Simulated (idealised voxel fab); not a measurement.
The following process module bears the name voxel double patterning.
The cross-section shown here is cut; it is 220 nm wide and divided into square cells measuring 5 nm on a side.
Reading order for cross-sections: top band down to bottom band. Underlying form: a grid of square cells. Band size: one or more rows of cells.
Per band: top height and bottom height in nm, followed by the left-to-right materials and their widths in nm; "all across" marks a single material spanning edge to edge, "air" marks empty space.
Heights are reckoned from 0. Under this level, the received wafer is all of one material. The bottommost band is open-ended downward, for example "0..down".
It should be noted that a width expressed as "30..40" varies in equal increments from row to row of cells within the band, taking the value of the first number at the top row and that of the second number at the bottom row.
"changes: none" (step): cross-section cells unchanged, all of them.
Each empty space that has no open way to the top and spans at least 8 cells appears under "Enclosed cavity list" as width x height at distance, the distance counted from the left edge, all in nm.
If you see something after the settings on a step's line, that's the simulator's own remark about that step.
overlay nm: on a step with a mask, how far right of its planned place the mask lay; negative means left.

**The steps planned for the process are as follows**
step 1: RECEIVE | material Si
step 2: CONFORMAL_DEP | material SiO2 | thk nm 5
step 3: DIRECTIONAL_DEP | material TiN | thk nm 15
step 4: DIRECTIONAL_DEP | material SiCN | thk nm 10
step 5: PATTERN | tone open | mask id FIRST | material resist | width nm 15 | pitch nm 50 | thk nm 15 | overlay nm 0
step 6: DIRECTIONAL_ETCH | etch materials SiCN | depth nm 10
step 7: STRIP | etch materials resist
step 8: DIRECTIONAL_DEP | material aC | thk nm 10
step 9: PATTERN | tone open | mask id SECOND | material resist | width nm 15 | thk nm 25 | overlay nm 0
step 10: DIRECTIONAL_ETCH | etch materials aC | depth nm 10
step 11: STRIP | etch materials resist
step 12: DIRECTIONAL_ETCH | etch materials SiCN | depth nm 10
step 13: STRIP | etch materials aC
step 14: DIRECTIONAL_ETCH | etch materials TiN | depth nm 15
step 15: STRIP | etch materials SiCN
For this document, wafers share an identical start and vary in the step 9 width nm; the plan quotes the first wafer's value.

**The first of several wafers, as received after step 1, seen in section**
* 0..down | Si all across
* Enclosed cavity list: none

**First of several wafers, sectioned at end of module (last step: step 15)**
* 20..5 | TiN (75); air (15); TiN (10); air (15); TiN (10); air (15); TiN (80)
* 5..0 | SiO2 all across
* 0..down | Si all across
* Enclosed cavity list: none

**Module end, final wafer: cross-section**
* 20..5 | TiN (75); air (15); TiN (5); air (45); TiN (80)
* 5..0 | SiO2 all across
* 0..down | Si all across
* Enclosed cavity list: none

**So in this table every wafer gets its own row, and what you see is where it stands at the end of the module: for each material, how many cells it picked up (+) or gave up (-) since we received it, and after that its closed voids**
width nm 15, +44 SiO2, +105 TiN, Enclosed cavity list: none
width nm 20, +44 SiO2, +102 TiN, Enclosed cavity list: none
width nm 25, +44 SiO2, +99 TiN, Enclosed cavity list: none
width nm 30, +44 SiO2, +96 TiN, Enclosed cavity list: none
